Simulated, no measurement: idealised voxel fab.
This section sets out a process module, namely voxel plated lines.
Square cell edge 5 nm, section width 285 nm, ID cut.
A cross-section is a grid of square cells, given in bands from the top down. A band is one or more rows of cells. Quick guide to a band line: top height, bottom height (nm) up front; then every material left to right with its width in nm. Only one material and it's marked "all across"? Then it fills the band edge to edge. And "air" just means empty space. Height is counted from the level 0, under which the received wafer is composed throughout of one material. The lowest of the bands is not closed at the bottom but continues downward, in the notation "z 0 and below". With a width like "30->40", each row of cells in the band differs from the next by the same amount, the top row carrying the first number and the bottom row the second. "no alterations made" for a step: no cell of the cross-section changed in that step. Enclosed voids (no open way to top), threshold 8 cells or more, entry "closed voids", notation width x height at distance, distance from left edge, nm. Step line, after settings: the simulator's comment on this step. If you see "overlay nm" on a step's line and that step has a mask, it's telling you how far right of where it was planned the mask ended up; a negative number means it went left instead.

Intended process steps
- 1: RECEIVE | material Si
- 2: CONFORMAL_DEP | material SiN | thk nm 10
- 3: DIRECTIONAL_DEP | material TiN | thk nm 5
- 4: PATTERN | tone open | mask id LINES | material resist | width nm 30 | pitch nm 60 | thk nm 15 | overlay nm 0
- 5: EPI | material Ru | thk nm 10
- 6: STRIP | etch materials resist
- 7: DIRECTIONAL_ETCH | etch materials TiN | depth nm 5
- 8: CONFORMAL_DEP | material SiN | thk nm 10

Shown in cross-section is the wafer as received, that is, as it stands after step 1
* z 0 and below  Si all across
* closed voids: none

Starting structure and process plan are as shown above, but one mistake was made in running the module; the wafer cross-section at the end of the module follows
* z 35 to 25  105 of SiN; 10 of air; 50 of SiN; 10 of air; 110 of SiN
* z 25 to 20  95 of Ru; 10 of SiN; 10 of air; 10 of SiN; 30 of Ru; 10 of SiN; 10 of air; 10 of SiN; 100 of Ru
* z 20 to 15  95 of Ru; 30 of SiN; 30 of Ru; 30 of SiN; 100 of Ru
* z 15 to 10  95 of TiN; 30 of SiN; 30 of TiN; 30 of SiN; 100 of TiN
* z 10 to 0  SiN all across
* z 0 and below  Si all across
* closed voids: none
what went wrong: step 4 ran as: PATTERN | tone cover | mask id LINES | material resist | width nm 30 | pitch nm 60 | thk nm 15 | overlay nm 0
